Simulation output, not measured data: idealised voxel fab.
process module | voxel gate over fins
The figure presents cross-section cut, which has a width of 155 nm and is divided into square cells with an edge length of 5 nm.
How to read a cross-section here: the picture is a grid of square cells, written as bands going from the top down, and any band can span one or more rows of cells.
Look at the band entry: it leads with the top's height and the bottom's height in nm. Then it lists the materials left to right, with a width in nm for each. The word "everywhere" on a single material says that material fills the band edge to edge. The word "air" is empty space.
Height 0 is the level under which the wafer as received is all one material. The lowest band goes on downwards, as in "0 and below".
Top row gets the first number, bottom row gets the second, and each row in between changes by the same step: that is how a band width like "30..40" works.
No cell of the cross-section changed in a step that is given as "left unchanged".
"Internal closed voids" lists enclosed empty spaces (at least 8 cells, no open path upward to the top), each as width x height at distance from the left edge, in nm.
after a step's settings: what the simulator itself notes on the step
On any step carrying a mask, the "overlay nm" setting, if present on the step's line, tells how far right of its planned place the mask lay; negative values point to the left.
Structure of the following material. The material consists of pairs of cross-sections. Each pair comprises the cross-section before one process step and the cross-section after that step, the latter shown only down to the lowest band that changed. The step between the cross-sections is specified beneath each pair, including its settings. Pairs are not necessarily consecutive: they may derive from different runs of this module performed on the same starting wafer. Continuity with the pair above is to be assumed only where the entry headed "State on entry" of the pair in question states it.
# State on entry
> 10 down to 0: 15 of SiO2, then 15 of SiN, then 10 of SiO2, then 5 of TiN, then 10 of Ru, then 5 of TiN, then 10 of SiO2, then 15 of SiN, then 40 of SiO2, then 15 of SiN, then 15 of SiO2
> 0 down to -20: 15 of SiO2, then 15 of Si, then 10 of SiO2, then 5 of TiN, then 10 of Ru, then 5 of TiN, then 10 of SiO2, then 15 of Si, then 40 of SiO2, then 15 of Si, then 15 of SiO2
> -20 down to -25: 15 of SiO2, then 15 of Si, then 10 of SiO2, then 20 of TiN, then 10 of SiO2, then 15 of Si, then 40 of SiO2, then 15 of Si, then 15 of SiO2
> -25 down to -30: 15 of SiO2, then 15 of Si, then 40 of SiO2, then 15 of Si, then 40 of SiO2, then 15 of Si, then 15 of SiO2
> -30 and below: Si everywhere
> Internal closed voids: none
# Post-Step Cross-Section
> 10 down to 0: 15 of SiO2, then 15 of SiN, then 10 of SiO2, then 20 of air, then 10 of SiO2, then 15 of SiN, then 40 of SiO2, then 15 of SiN, then 15 of SiO2
> 0 down to -20: 15 of SiO2, then 15 of Si, then 10 of SiO2, then 20 of air, then 10 of SiO2, then 15 of Si, then 40 of SiO2, then 15 of Si, then 15 of SiO2
> Rest of section, below -20: as before.
> Internal closed voids: none
Going from the before section above to the after section, the step was SELECTIVE_ETCH,etch materials W Ru TiN,depth nm 30
State on entry: as shown after the step in the preceding pair, directly above.
# Post-Step Cross-Section
> 15 down to 10: SiO2 everywhere
> 10 down to 0: 15 of SiO2, then 15 of SiN, then 40 of SiO2, then 15 of SiN, then 40 of SiO2, then 15 of SiN, then 15 of SiO2
> 0 down to -20: 15 of SiO2, then 15 of Si, then 40 of SiO2, then 15 of Si, then 40 of SiO2, then 15 of Si, then 15 of SiO2
> Rest of section, below -20: as before.
> Internal closed voids: none
Going from the before section above to the after section, the step was FILL_DEP,material SiO2,thk nm 5
State on entry: as shown after the step in the preceding pair, directly above.
# Post-Step Cross-Section
> 10 down to 0: 15 of SiO2, then 15 of SiN, then 40 of SiO2, then 15 of SiN, then 40 of SiO2, then 15 of SiN, then 15 of SiO2
> Rest of section, below 0: as before.
> Internal closed voids: none
Going from the before section above to the after section, the step was CMP,height nm 10
State on entry: as shown after the step in the preceding pair, directly above.
# Post-Step Cross-Section
> 10 down to 0: 15 of air, then 15 of SiN, then 40 of air, then 15 of SiN, then 40 of air, then 15 of SiN, then 15 of air
> 0 down to -10: 15 of air, then 15 of Si, then 40 of air, then 15 of Si, then 40 of air, then 15 of Si, then 15 of air
> Rest of section, below -10: as before.
> Internal closed voids: none
Going from the before section above to the after section, the step was SELECTIVE_ETCH,etch materials SiO2,depth nm 20
State on entry: as shown after the step in the preceding pair, directly above.
# Post-Step Cross-Section
> 0 down to -10: 15 of air, then 15 of Si, then 40 of air, then 15 of Si, then 40 of air, then 15 of Si, then 15 of air
> Rest of section, below -10: as before.
> Internal closed voids: none
Going from the before section above to the after section, the step was STRIP,etch materials SiN
State on entry: as shown after the step in the preceding pair, directly above.
# Post-Step Cross-Section
> 5 down to 0: 10 of air, then 25 of HfO2, then 30 of air, then 25 of HfO2, then 30 of air, then 25 of HfO2, then 10 of air
> 0 down to -5: 10 of air, then 5 of HfO2, then 15 of Si, then 5 of HfO2, then 30 of air, then 5 of HfO2, then 15 of Si, then 5 of HfO2, then 30 of air, then 5 of HfO2, then 15 of Si, then 5 of HfO2, then 10 of air
> -5 down to -10: 15 of HfO2, then 15 of Si, then 40 of HfO2, then 15 of Si, then 40 of HfO2, then 15 of Si, then 15 of HfO2
> Rest of section, below -10: as before.
> Internal closed voids: none
Going from the before section above to the after section, the step was CONFORMAL_DEP,material HfO2,thk nm 5
State on entry: as shown after the step in the preceding pair, directly above.
# Post-Step Cross-Section
> 10 down to 5: 5 of air, then 35 of TiN, then 20 of air, then 35 of TiN, then 20 of air, then 35 of TiN, then 5 of air
> 5 down to 0: 5 of air, then 5 of TiN, then 25 of HfO2, then 5 of TiN, then 20 of air, then 5 of TiN, then 25 of HfO2, then 5 of TiN, then 20 of air, then 5 of TiN, then 25 of HfO2, then 5 of TiN, then 5 of air
> 0 down to -5: 10 of TiN, then 5 of HfO2, then 15 of Si, then 5 of HfO2, then 30 of TiN, then 5 of HfO2, then 15 of Si, then 5 of HfO2, then 30 of TiN, then 5 of HfO2, then 15 of Si, then 5 of HfO2, then 10 of TiN
> Rest of section, below -5: as before.
> Internal closed voids: none
Going from the before section above to the after section, the step was CONFORMAL_DEP,material TiN,thk nm 5
State on entry: as shown after the step in the preceding pair, directly above.
# Post-Step Cross-Section
> 25 down to 10: W everywhere
> 10 down to 5: 5 of W, then 35 of TiN, then 20 of W, then 35 of TiN, then 20 of W, then 35 of TiN, then 5 of W
> 5 down to 0: 5 of W, then 5 of TiN, then 25 of HfO2, then 5 of TiN, then 20 of W, then 5 of TiN, then 25 of HfO2, then 5 of TiN, then 20 of W, then 5 of TiN, then 25 of HfO2, then 5 of TiN, then 5 of W
> Rest of section, below 0: as before.
> Internal closed voids: none
Going from the before section above to the after section, the step was FILL_DEP,material W,thk nm 15
State on entry: as shown after the step in the preceding pair, directly above.
# Post-Step Cross-Section
> 20 down to 10: W everywhere
> Rest of section, below 10: as before.
> Internal closed voids: none
Going from the before section above to the after section, the step was CMP,height nm 20
State on entry: as shown after the step in the preceding pair, directly above.
# Post-Step Cross-Section
> 30 down to 20: SiN everywhere
> Rest of section, below 20: as before.
> Internal closed voids: none
Going from the before section above to the after section, the step was CONFORMAL_DEP,material SiN,thk nm 10
# State on entry
> 25 down to 10: aC everywhere
> 10 down to 0: 15 of SiO2, then 15 of SiN, then 40 of SiO2, then 15 of SiN, then 40 of SiO2, then 15 of SiN, then 15 of SiO2
> 0 down to -30: 15 of SiO2, then 15 of Si, then 40 of SiO2, then 15 of Si, then 40 of SiO2, then 15 of Si, then 15 of SiO2
> -30 and below: Si everywhere
> Internal closed voids: none
# Post-Step Cross-Section
> 55 down to 25: 30 of resist, then 15 of air, then 110 of resist
> Rest of section, below 25: as before.
> Internal closed voids: none
Going from the before section above to the after section, the step was PATTERN,tone open,mask id RAIL,material resist,width nm 15,thk nm 30,overlay nm -10
State on entry: as shown after the step in the preceding pair, directly above.
# Post-Step Cross-Section
> 40 down to 25: 30 of resist, then 15 of air, then 110 of resist
> 25 down to 10: 30 of aC, then 15 of air, then 110 of aC
> Rest of section, below 10: as before.
> Internal closed voids: none
Going from the before section above to the after section, the step was DIRECTIONAL_ETCH,etch materials aC,depth nm 15
State on entry: as shown after the step in the preceding pair, directly above.
# Post-Step Cross-Section
> 25 down to 10: 30 of aC, then 15 of air, then 110 of aC
> Rest of section, below 10: as before.
> Internal closed voids: none
Going from the before section above to the after section, the step was STRIP,etch materials resist
State on entry: as shown after the step in the preceding pair, directly above.
# Post-Step Cross-Section
> 25 down to 10: 30 of aC, then 15 of air, then 110 of aC
> 10 down to 0: 15 of SiO2, then 15 of SiN, then 15 of air, then 25 of SiO2, then 15 of SiN, then 40 of SiO2, then 15 of SiN, then 15 of SiO2
> 0 down to -25: 15 of SiO2, then 15 of Si, then 15 of air, then 25 of SiO2, then 15 of Si, then 40 of SiO2, then 15 of Si, then 15 of SiO2
> Rest of section, below -25: as before.
> Internal closed voids: none
Going from the before section above to the after section, the step was DIRECTIONAL_ETCH,etch materials SiO2,depth nm 35
State on entry: as shown after the step in the preceding pair, directly above.
# Post-Step Cross-Section
> 10 down to 0: 15 of SiO2, then 15 of SiN, then 15 of air, then 25 of SiO2, then 15 of SiN, then 40 of SiO2, then 15 of SiN, then 15 of SiO2
> Rest of section, below 0: as before.
> Internal closed voids: none
Going from the before section above to the after section, the step was STRIP,etch materials aC
State on entry: as shown after the step in the preceding pair, directly above.
# Post-Step Cross-Section
> 15 down to 10: 35 of TiN, then 5 of air, then 115 of TiN
> 10 down to 0: 15 of SiO2, then 15 of SiN, then 5 of TiN, then 5 of air, then 5 of TiN, then 25 of SiO2, then 15 of SiN, then 40 of SiO2, then 15 of SiN, then 15 of SiO2
> 0 down to -20: 15 of SiO2, then 15 of Si, then 5 of TiN, then 5 of air, then 5 of TiN, then 25 of SiO2, then 15 of Si, then 40 of SiO2, then 15 of Si, then 15 of SiO2
> -20 down to -25: 15 of SiO2, then 15 of Si, then 15 of TiN, then 25 of SiO2, then 15 of Si, then 40 of SiO2, then 15 of Si, then 15 of SiO2
> Rest of section, below -25: as before.
> Internal closed voids: none
Going from the before section above to the after section, the step was CONFORMAL_DEP,material TiN,thk nm 5
State on entry: as shown after the step in the preceding pair, directly above.
# Post-Step Cross-Section
> 20 down to 15: Ru everywhere
> 15 down to 10: 35 of TiN, then 5 of Ru, then 115 of TiN
> 10 down to 0: 15 of SiO2, then 15 of SiN, then 5 of TiN, then 5 of Ru, then 5 of TiN, then 25 of SiO2, then 15 of SiN, then 40 of SiO2, then 15 of SiN, then 15 of SiO2
> 0 down to -20: 15 of SiO2, then 15 of Si, then 5 of TiN, then 5 of Ru, then 5 of TiN, then 25 of SiO2, then 15 of Si, then 40 of SiO2, then 15 of Si, then 15 of SiO2
> Rest of section, below -20: as before.
> Internal closed voids: none
Going from the before section above to the after section, the step was FILL_DEP,material Ru,thk nm 5
State on entry: as shown after the step in the preceding pair, directly above.
# Post-Step Cross-Section
> 10 down to 0: 15 of SiO2, then 15 of SiN, then 5 of TiN, then 5 of Ru, then 5 of TiN, then 25 of SiO2, then 15 of SiN, then 40 of SiO2, then 15 of SiN, then 15 of SiO2
> Rest of section, below 0: as before.
> Internal closed voids: none
Going from the before section above to the after section, the step was CMP,height nm 10
State on entry: as shown after the step in the preceding pair, directly above.
# Post-Step Cross-Section
> 10 down to 0: 15 of SiO2, then 15 of SiN, then 15 of air, then 25 of SiO2, then 15 of SiN, then 40 of SiO2, then 15 of SiN, then 15 of SiO2
> 0 down to -20: 15 of SiO2, then 15 of Si, then 15 of air, then 25 of SiO2, then 15 of Si, then 40 of SiO2, then 15 of Si, then 15 of SiO2
> Rest of section, below -20: as before.
> Internal closed voids: none
Going from the before section above to the after section, the step was SELECTIVE_ETCH,etch materials W Ru TiN,depth nm 30
State on entry: as shown after the step in the preceding pair, directly above.
# Post-Step Cross-Section
> 15 down to 10: SiO2 everywhere
> 10 down to 0: 15 of SiO2, then 15 of SiN, then 40 of SiO2, then 15 of SiN, then 40 of SiO2, then 15 of SiN, then 15 of SiO2
> 0 down to -20: 15 of SiO2, then 15 of Si, then 40 of SiO2, then 15 of Si, then 40 of SiO2, then 15 of Si, then 15 of SiO2
> Rest of section, below -20: as before.
> Internal closed voids: none
Going from the before section above to the after section, the step was FILL_DEP,material SiO2,thk nm 5
State on entry: as shown after the step in the preceding pair, directly above.
# Post-Step Cross-Section
> 10 down to 0: 15 of SiO2, then 15 of SiN, then 40 of SiO2, then 15 of SiN, then 40 of SiO2, then 15 of SiN, then 15 of SiO2
> Rest of section, below 0: as before.
> Internal closed voids: none
Going from the before section above to the after section, the step was CMP,height nm 10
State on entry: as shown after the step in the preceding pair, directly above.
# Post-Step Cross-Section
> 10 down to 0: 15 of air, then 15 of SiN, then 40 of air, then 15 of SiN, then 40 of air, then 15 of SiN, then 15 of air
> 0 down to -10: 15 of air, then 15 of Si, then 40 of air, then 15 of Si, then 40 of air, then 15 of Si, then 15 of air
> Rest of section, below -10: as before.
> Internal closed voids: none
Going from the before section above to the after section, the step was SELECTIVE_ETCH,etch materials SiO2,depth nm 20
State on entry: as shown after the step in the preceding pair, directly above.
# Post-Step Cross-Section
> 0 down to -10: 15 of air, then 15 of Si, then 40 of air, then 15 of Si, then 40 of air, then 15 of Si, then 15 of air
> Rest of section, below -10: as before.
> Internal closed voids: none
Going from the before section above to the after section, the step was STRIP,etch materials SiN
State on entry: as shown after the step in the preceding pair, directly above.
# Post-Step Cross-Section
> 5 down to 0: 10 of air, then 25 of HfO2, then 30 of air, then 25 of HfO2, then 30 of air, then 25 of HfO2, then 10 of air
> 0 down to -5: 10 of air, then 5 of HfO2, then 15 of Si, then 5 of HfO2, then 30 of air, then 5 of HfO2, then 15 of Si, then 5 of HfO2, then 30 of air, then 5 of HfO2, then 15 of Si, then 5 of HfO2, then 10 of air
> -5 down to -10: 15 of HfO2, then 15 of Si, then 40 of HfO2, then 15 of Si, then 40 of HfO2, then 15 of Si, then 15 of HfO2
> Rest of section, below -10: as before.
> Internal closed voids: none
Going from the before section above to the after section, the step was CONFORMAL_DEP,material HfO2,thk nm 5
State on entry: as shown after the step in the preceding pair, directly above.
# Post-Step Cross-Section
> 10 down to 5: 5 of air, then 35 of TiN, then 20 of air, then 35 of TiN, then 20 of air, then 35 of TiN, then 5 of air
> 5 down to 0: 5 of air, then 5 of TiN, then 25 of HfO2, then 5 of TiN, then 20 of air, then 5 of TiN, then 25 of HfO2, then 5 of TiN, then 20 of air, then 5 of TiN, then 25 of HfO2, then 5 of TiN, then 5 of air
> 0 down to -5: 10 of TiN, then 5 of HfO2, then 15 of Si, then 5 of HfO2, then 30 of TiN, then 5 of HfO2, then 15 of Si, then 5 of HfO2, then 30 of TiN, then 5 of HfO2, then 15 of Si, then 5 of HfO2, then 10 of TiN
> Rest of section, below -5: as before.
> Internal closed voids: none
Going from the before section above to the after section, the step was CONFORMAL_DEP,material TiN,thk nm 5
State on entry: as shown after the step in the preceding pair, directly above.
# Post-Step Cross-Section
> 25 down to 10: W everywhere
> 10 down to 5: 5 of W, then 35 of TiN, then 20 of W, then 35 of TiN, then 20 of W, then 35 of TiN, then 5 of W
> 5 down to 0: 5 of W, then 5 of TiN, then 25 of HfO2, then 5 of TiN, then 20 of W, then 5 of TiN, then 25 of HfO2, then 5 of TiN, then 20 of W, then 5 of TiN, then 25 of HfO2, then 5 of TiN, then 5 of W
> Rest of section, below 0: as before.
> Internal closed voids: none
Going from the before section above to the after section, the step was FILL_DEP,material W,thk nm 15
State on entry: as shown after the step in the preceding pair, directly above.
# Post-Step Cross-Section
> 20 down to 10: W everywhere
> Rest of section, below 10: as before.
> Internal closed voids: none
Going from the before section above to the after section, the step was CMP,height nm 20
State on entry: as shown after the step in the preceding pair, directly above.
# Post-Step Cross-Section
> 30 down to 20: SiN everywhere
> Rest of section, below 20: as before.
> Internal closed voids: none
Going from the before section above to the after section, the step was CONFORMAL_DEP,material SiN,thk nm 10
# State on entry
> 15 down to 10: 45 of TiN, then 5 of air, then 105 of TiN
> 10 down to 0: 15 of SiO2, then 15 of SiN, then 10 of SiO2, then 5 of TiN, then 5 of air, then 5 of TiN, then 15 of SiO2, then 15 of SiN, then 40 of SiO2, then 15 of SiN, then 15 of SiO2
> 0 down to -20: 15 of SiO2, then 15 of Si, then 10 of SiO2, then 5 of TiN, then 5 of air, then 5 of TiN, then 15 of SiO2, then 15 of Si, then 40 of SiO2, then 15 of Si, then 15 of SiO2
> -20 down to -25: 15 of SiO2, then 15 of Si, then 10 of SiO2, then 15 of TiN, then 15 of SiO2, then 15 of Si, then 40 of SiO2, then 15 of Si, then 15 of SiO2
> -25 down to -30: 15 of SiO2, then 15 of Si, then 40 of SiO2, then 15 of Si, then 40 of SiO2, then 15 of Si, then 15 of SiO2
> -30 and below: Si everywhere
> Internal closed voids: none
# Post-Step Cross-Section
> 20 down to 15: HfO2 everywhere
> 15 down to 10: 45 of TiN, then 5 of HfO2, then 105 of TiN
> 10 down to 0: 15 of SiO2, then 15 of SiN, then 10 of SiO2, then 5 of TiN, then 5 of HfO2, then 5 of TiN, then 15 of SiO2, then 15 of SiN, then 40 of SiO2, then 15 of SiN, then 15 of SiO2
> 0 down to -20: 15 of SiO2, then 15 of Si, then 10 of SiO2, then 5 of TiN, then 5 of HfO2, then 5 of TiN, then 15 of SiO2, then 15 of Si, then 40 of SiO2, then 15 of Si, then 15 of SiO2
> Rest of section, below -20: as before.
> Internal closed voids: none
Going from the before section above to the after section, the step was FILL_DEP,material HfO2,thk nm 5
State on entry: as shown after the step in the preceding pair, directly above.
# Post-Step Cross-Section
> 10 down to 0: 15 of SiO2, then 15 of SiN, then 10 of SiO2, then 5 of TiN, then 5 of HfO2, then 5 of TiN, then 15 of SiO2, then 15 of SiN, then 40 of SiO2, then 15 of SiN, then 15 of SiO2
> Rest of section, below 0: as before.
> Internal closed voids: none
Going from the before section above to the after section, the step was CMP,height nm 10
State on entry: as shown after the step in the preceding pair, directly above.
# Post-Step Cross-Section
> 10 down to 0: 15 of SiO2, then 15 of SiN, then 10 of SiO2, then 5 of air, then 5 of HfO2, then 5 of air, then 15 of SiO2, then 15 of SiN, then 40 of SiO2, then 15 of SiN, then 15 of SiO2
> 0 down to -20: 15 of SiO2, then 15 of Si, then 10 of SiO2, then 5 of air, then 5 of HfO2, then 5 of air, then 15 of SiO2, then 15 of Si, then 40 of SiO2, then 15 of Si, then 15 of SiO2
> Rest of section, below -20: as before.
> Internal closed voids: none
Going from the before section above to the after section, the step was SELECTIVE_ETCH,etch materials W Ru TiN,depth nm 30
State on entry: as shown after the step in the preceding pair, directly above.
# Post-Step Cross-Section
> 15 down to 10: SiO2 everywhere
> 10 down to 0: 15 of SiO2, then 15 of SiN, then 15 of SiO2, then 5 of HfO2, then 20 of SiO2, then 15 of SiN, then 40 of SiO2, then 15 of SiN, then 15 of SiO2
> 0 down to -20: 15 of SiO2, then 15 of Si, then 15 of SiO2, then 5 of HfO2, then 20 of SiO2, then 15 of Si, then 40 of SiO2, then 15 of Si, then 15 of SiO2
> Rest of section, below -20: as before.
> Internal closed voids: none
Going from the before section above to the after section, the step was FILL_DEP,material SiO2,thk nm 5
State on entry: as shown after the step in the preceding pair, directly above.
# Post-Step Cross-Section
> 10 down to 0: 15 of SiO2, then 15 of SiN, then 15 of SiO2, then 5 of HfO2, then 20 of SiO2, then 15 of SiN, then 40 of SiO2, then 15 of SiN, then 15 of SiO2
> Rest of section, below 0: as before.
> Internal closed voids: none
Going from the before section above to the after section, the step was CMP,height nm 10
State on entry: as shown after the step in the preceding pair, directly above.
# Post-Step Cross-Section
> 10 down to 0: 15 of air, then 15 of SiN, then 15 of air, then 5 of HfO2, then 20 of air, then 15 of SiN, then 40 of air, then 15 of SiN, then 15 of air
> 0 down to -10: 15 of air, then 15 of Si, then 15 of air, then 5 of HfO2, then 20 of air, then 15 of Si, then 40 of air, then 15 of Si, then 15 of air
> Rest of section, below -10: as before.
> Internal closed voids: none
Going from the before section above to the after section, the step was SELECTIVE_ETCH,etch materials SiO2,depth nm 20
State on entry: as shown after the step in the preceding pair, directly above.
# Post-Step Cross-Section
> 10 down to 0: 45 of air, then 5 of HfO2, then 105 of air
> Rest of section, below 0: as before.
> Internal closed voids: none
Going from the before section above to the after section, the step was STRIP,etch materials SiN
State on entry: as shown after the step in the preceding pair, directly above.
# Post-Step Cross-Section
> 15 down to 5: 40 of air, then 15 of HfO2, then 100 of air
> 5 down to 0: 10 of air, then 25 of HfO2, then 5 of air, then 15 of HfO2, then 10 of air, then 25 of HfO2, then 30 of air, then 25 of HfO2, then 10 of air
> 0 down to -5: 10 of air, then 5 of HfO2, then 15 of Si, then 5 of HfO2, then 5 of air, then 15 of HfO2, then 10 of air, then 5 of HfO2, then 15 of Si, then 5 of HfO2, then 30 of air, then 5 of HfO2, then 15 of Si, then 5 of HfO2, then 10 of air
> -5 down to -10: 15 of HfO2, then 15 of Si, then 40 of HfO2, then 15 of Si, then 40 of HfO2, then 15 of Si, then 15 of HfO2
> Rest of section, below -10: as before.
> Internal closed voids: none
Going from the before section above to the after section, the step was CONFORMAL_DEP,material HfO2,thk nm 5
State on entry: as shown after the step in the preceding pair, directly above.
# Post-Step Cross-Section
> 20 down to 15: 35 of air, then 25 of TiN, then 95 of air
> 15 down to 10: 35 of air, then 5 of TiN, then 15 of HfO2, then 5 of TiN, then 95 of air
> 10 down to 5: 5 of air, then 35 of TiN, then 15 of HfO2, then 40 of TiN, then 20 of air, then 35 of TiN, then 5 of air
> 5 down to 0: 5 of air, then 5 of TiN, then 25 of HfO2, then 5 of TiN, then 15 of HfO2, then 10 of TiN, then 25 of HfO2, then 5 of TiN, then 20 of air, then 5 of TiN, then 25 of HfO2, then 5 of TiN, then 5 of air
> 0 down to -5: 10 of TiN, then 5 of HfO2, then 15 of Si, then 5 of HfO2, then 5 of TiN, then 15 of HfO2, then 10 of TiN, then 5 of HfO2, then 15 of Si, then 5 of HfO2, then 30 of TiN, then 5 of HfO2, then 15 of Si, then 5 of HfO2, then 10 of TiN
> Rest of section, below -5: as before.
> Internal closed voids: none
Going from the before section above to the after section, the step was CONFORMAL_DEP,material TiN,thk nm 5
State on entry: as shown after the step in the preceding pair, directly above.
# Post-Step Cross-Section
> 35 down to 20: W everywhere
> 20 down to 15: 35 of W, then 25 of TiN, then 95 of W
> 15 down to 10: 35 of W, then 5 of TiN, then 15 of HfO2, then 5 of TiN, then 95 of W
> 10 down to 5: 5 of W, then 35 of TiN, then 15 of HfO2, then 40 of TiN, then 20 of W, then 35 of TiN, then 5 of W
> 5 down to 0: 5 of W, then 5 of TiN, then 25 of HfO2, then 5 of TiN, then 15 of HfO2, then 10 of TiN, then 25 of HfO2, then 5 of TiN, then 20 of W, then 5 of TiN, then 25 of HfO2, then 5 of TiN, then 5 of W
> Rest of section, below 0: as before.
> Internal closed voids: none
Going from the before section above to the after section, the step was FILL_DEP,material W,thk nm 15
State on entry: as shown after the step in the preceding pair, directly above.
# Post-Step Cross-Section
> 20 down to 15: 35 of W, then 25 of TiN, then 95 of W
> Rest of section, below 15: as before.
> Internal closed voids: none
Going from the before section above to the after section, the step was CMP,height nm 20
State on entry: as shown after the step in the preceding pair, directly above.
# Post-Step Cross-Section
> 30 down to 20: SiN everywhere
> Rest of section, below 20: as before.
> Internal closed voids: none
Going from the before section above to the after section, the step was CONFORMAL_DEP,material SiN,thk nm 10
# State on entry
> 10 down to 0: SiN everywhere
> 0 and below: Si everywhere
> Internal closed voids: none
# Post-Step Cross-Section
> 25 down to 10: 15 of resist, then 15 of air, then 40 of resist, then 15 of air, then 40 of resist, then 15 of air, then 15 of resist
> Rest of section, below 10: as before.
> Internal closed voids: none
Going from the before section above to the after section, the step was PATTERN,tone open,mask id FINS,material resist,width nm 15,pitch nm 55,thk nm 15,overlay nm 0
State on entry: as shown after the step in the preceding pair, directly above.
# Post-Step Cross-Section
> 25 down to 10: 15 of resist, then 15 of air, then 40 of resist, then 15 of air, then 40 of resist, then 15 of air, then 15 of resist
> 10 down to 0: 15 of SiN, then 15 of air, then 40 of SiN, then 15 of air, then 40 of SiN, then 15 of air, then 15 of SiN
> Rest of section, below 0: as before.
> Internal closed voids: none
Going from the before section above to the after section, the step was DIRECTIONAL_ETCH,etch materials SiN,depth nm 10
State on entry: as shown after the step in the preceding pair, directly above.
# Post-Step Cross-Section
> 25 down to 10: 15 of resist, then 15 of air, then 40 of resist, then 15 of air, then 40 of resist, then 15 of air, then 15 of resist
> 10 down to 0: 15 of SiN, then 15 of air, then 40 of SiN, then 15 of air, then 40 of SiN, then 15 of air, then 15 of SiN
> 0 down to -30: 15 of Si, then 15 of air, then 40 of Si, then 15 of air, then 40 of Si, then 15 of air, then 15 of Si
> Rest of section, below -30: as before.
> Internal closed voids: none
Going from the before section above to the after section, the step was DIRECTIONAL_ETCH,etch materials Si,depth nm 30
State on entry: as shown after the step in the preceding pair, directly above.
# Post-Step Cross-Section
> 10 down to 0: 15 of SiN, then 15 of air, then 40 of SiN, then 15 of air, then 40 of SiN, then 15 of air, then 15 of SiN
> Rest of section, below 0: as before.
> Internal closed voids: none
Going from the before section above to the after section, the step was STRIP,etch materials resist
State on entry: as shown after the step in the preceding pair, directly above.
# Post-Step Cross-Section
> 25 down to 10: SiO2 everywhere
> 10 down to 0: 15 of SiN, then 15 of SiO2, then 40 of SiN, then 15 of SiO2, then 40 of SiN, then 15 of SiO2, then 15 of SiN
> 0 down to -30: 15 of Si, then 15 of SiO2, then 40 of Si, then 15 of SiO2, then 40 of Si, then 15 of SiO2, then 15 of Si
> Rest of section, below -30: as before.
> Internal closed voids: none
Going from the before section above to the after section, the step was FILL_DEP,material SiO2,thk nm 15
State on entry: as shown after the step in the preceding pair, directly above.
# Post-Step Cross-Section
> 10 down to 0: 15 of SiN, then 15 of SiO2, then 40 of SiN, then 15 of SiO2, then 40 of SiN, then 15 of SiO2, then 15 of SiN
> Rest of section, below 0: as before.
> Internal closed voids: none
Going from the before section above to the after section, the step was CMP,height nm 10
State on entry: as shown after the step in the preceding pair, directly above.
# Post-Step Cross-Section
> 25 down to 10: aC everywhere
> Rest of section, below 10: as before.
> Internal closed voids: none
Going from the before section above to the after section, the step was DIRECTIONAL_DEP,material aC,thk nm 15
State on entry: as shown after the step in the preceding pair, directly above.
# Post-Step Cross-Section
> 55 down to 25: 40 of resist, then 15 of air, then 100 of resist
> Rest of section, below 25: as before.
> Internal closed voids: none
Going from the before section above to the after section, the step was PATTERN,tone open,mask id RAIL,material resist,width nm 15,thk nm 30,overlay nm 0
State on entry: as shown after the step in the preceding pair, directly above.
# Post-Step Cross-Section
> 40 down to 25: 40 of resist, then 15 of air, then 100 of resist
> 25 down to 10: 40 of aC, then 15 of air, then 100 of aC
> Rest of section, below 10: as before.
> Internal closed voids: none
Going from the before section above to the after section, the step was DIRECTIONAL_ETCH,etch materials aC,depth nm 15
State on entry: as shown after the step in the preceding pair, directly above.
# Post-Step Cross-Section
> 25 down to 10: 40 of aC, then 15 of air, then 100 of aC
> Rest of section, below 10: as before.
> Internal closed voids: none
Going from the before section above to the after section, the step was STRIP,etch materials resist
State on entry: as shown after the step in the preceding pair, directly above.
# Post-Step Cross-Section
> 10 down to 0: 15 of SiN, then 15 of SiO2, then 40 of SiN, then 15 of SiO2, then 40 of SiN, then 15 of SiO2, then 15 of SiN
> Rest of section, below 0: as before.
> Internal closed voids: none
Going from the before section above to the after section, the step was STRIP,etch materials aC
State on entry: as shown after the step in the preceding pair, directly above.
# Post-Step Cross-Section
> 15 down to 10: TiN everywhere
> Rest of section, below 10: as before.
> Internal closed voids: none
Going from the before section above to the after section, the step was CONFORMAL_DEP,material TiN,thk nm 5
State on entry: as shown after the step in the preceding pair, directly above.
# Post-Step Cross-Section
> 20 down to 15: Ru everywhere
> Rest of section, below 15: as before.
> Internal closed voids: none
Going from the before section above to the after section, the step was FILL_DEP,material Ru,thk nm 5
State on entry: as shown after the step in the preceding pair, directly above.
# Post-Step Cross-Section
> 10 down to 0: 15 of SiN, then 15 of SiO2, then 40 of SiN, then 15 of SiO2, then 40 of SiN, then 15 of SiO2, then 15 of SiN
> Rest of section, below 0: as before.
> Internal closed voids: none
Going from the before section above to the after section, the step was CMP,height nm 10
State on entry: as shown after the step in the preceding pair, directly above.
# Post-Step Cross-Section
> 15 down to 10: SiO2 everywhere
> Rest of section, below 10: as before.
> Internal closed voids: none
Going from the before section above to the after section, the step was FILL_DEP,material SiO2,thk nm 5
State on entry: as shown after the step in the preceding pair, directly above.
# Post-Step Cross-Section
> 10 down to 0: 15 of SiN, then 15 of SiO2, then 40 of SiN, then 15 of SiO2, then 40 of SiN, then 15 of SiO2, then 15 of SiN
> Rest of section, below 0: as before.
> Internal closed voids: none
Going from the before section above to the after section, the step was CMP,height nm 10
State on entry: as shown after the step in the preceding pair, directly above.
# Post-Step Cross-Section
> 10 down to 0: 15 of SiN, then 15 of air, then 40 of SiN, then 15 of air, then 40 of SiN, then 15 of air, then 15 of SiN
> 0 down to -10: 15 of Si, then 15 of air, then 40 of Si, then 15 of air, then 40 of Si, then 15 of air, then 15 of Si
> Rest of section, below -10: as before.
> Internal closed voids: none
Going from the before section above to the after section, the step was SELECTIVE_ETCH,etch materials SiO2,depth nm 20
State on entry: as shown after the step in the preceding pair, directly above.
# Post-Step Cross-Section
> 0 down to -10: 15 of Si, then 15 of air, then 40 of Si, then 15 of air, then 40 of Si, then 15 of air, then 15 of Si
> Rest of section, below -10: as before.
> Internal closed voids: none
Going from the before section above to the after section, the step was STRIP,etch materials SiN
State on entry: as shown after the step in the preceding pair, directly above.
# Post-Step Cross-Section
> 5 down to 0: 20 of HfO2, then 5 of air, then 50 of HfO2, then 5 of air, then 50 of HfO2, then 5 of air, then 20 of HfO2
> 0 down to -5: 15 of Si, then 5 of HfO2, then 5 of air, then 5 of HfO2, then 40 of Si, then 5 of HfO2, then 5 of air, then 5 of HfO2, then 40 of Si, then 5 of HfO2, then 5 of air, then 5 of HfO2, then 15 of Si
> -5 down to -10: 15 of Si, then 15 of HfO2, then 40 of Si, then 15 of HfO2, then 40 of Si, then 15 of HfO2, then 15 of Si
> Rest of section, below -10: as before.
> Internal closed voids: none
Going from the before section above to the after section, the step was CONFORMAL_DEP,material HfO2,thk nm 5
